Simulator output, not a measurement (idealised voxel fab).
The name of this process module is voxel plated lines.
Shown is cross-section cut, with a width of 265 nm and square cells of size 5 nm.
Just so we're on the same page, the cross-sections are grids of square cells, and they're listed out in bands top to bottom, each band one or more rows deep.
Top, bottom (nm), then materials left to right with widths (nm); lone material tagged "everywhere" fills the whole band edge to edge; "air" = empty space.
Convention: height 0 is the level below which the wafer, as received, is all one material. The lowest band does not terminate at the bottom but continues downward, represented as "0 nm and below".
When a width is written as two numbers, as in "30..40", the first number is the width in the top row of cells of the band and the second is the width in its bottom row, and the width changes by the same amount from each row to the next.
Any step labelled "all unchanged" changed none of the cells in the cross-section.
The list in "Entrapped voids" covers empty spaces of 8 cells or more that cannot reach the top through any open way, and it gives each as width x height at distance; the distance is from the left edge, and width, height and distance are in nm.
If you see something after the settings on a step's line, that's the simulator's own remark about that step.
overlay nm: right-of-plan distance of the mask on a masked step; negative values mean left-of-plan.
**Steps planned for the process**
1: RECEIVE, material Si
2: CONFORMAL_DEP, material SiO2, thk nm 5
3: DIRECTIONAL_DEP, material TiN, thk nm 5
4: PATTERN, tone open, mask id LINES, material resist, width nm 20, pitch nm 45, thk nm 25, overlay nm 0
5: EPI, material Ru, thk nm 5
6: EPI, material Ru, thk nm 5
7: STRIP, etch materials resist
8: DIRECTIONAL_ETCH, etch materials TiN, depth nm 5
9: CONFORMAL_DEP, material SiN, thk nm 5
**Cross-section of the wafer upon arrival, representing the state reached after step 1**
> 0 nm and below | Si everywhere
> Entrapped voids: none
**The following cross-section depicts the wafer upon conclusion of the module. Processing commenced from the starting condition illustrated above and adhered to the plan illustrated above, save for one mistake in execution**
> 25 nm to 20 nm | air=50 | SiN=30 | air=15 | SiN=30 | air=15 | SiN=30 | air=15 | SiN=30 | air=50
> 20 nm to 15 nm | SiN=55 | Ru=20 | SiN=25 | Ru=20 | SiN=25 | Ru=20 | SiN=25 | Ru=20 | SiN=55
> 15 nm to 10 nm | Ru everywhere
> 10 nm to 5 nm | TiN everywhere
> 5 nm to 0 nm | SiO2 everywhere
> 0 nm and below | Si everywhere
> Entrapped voids: none
The mistake made against the process plan was this: steps 4 and 5: order swapped relative to plan
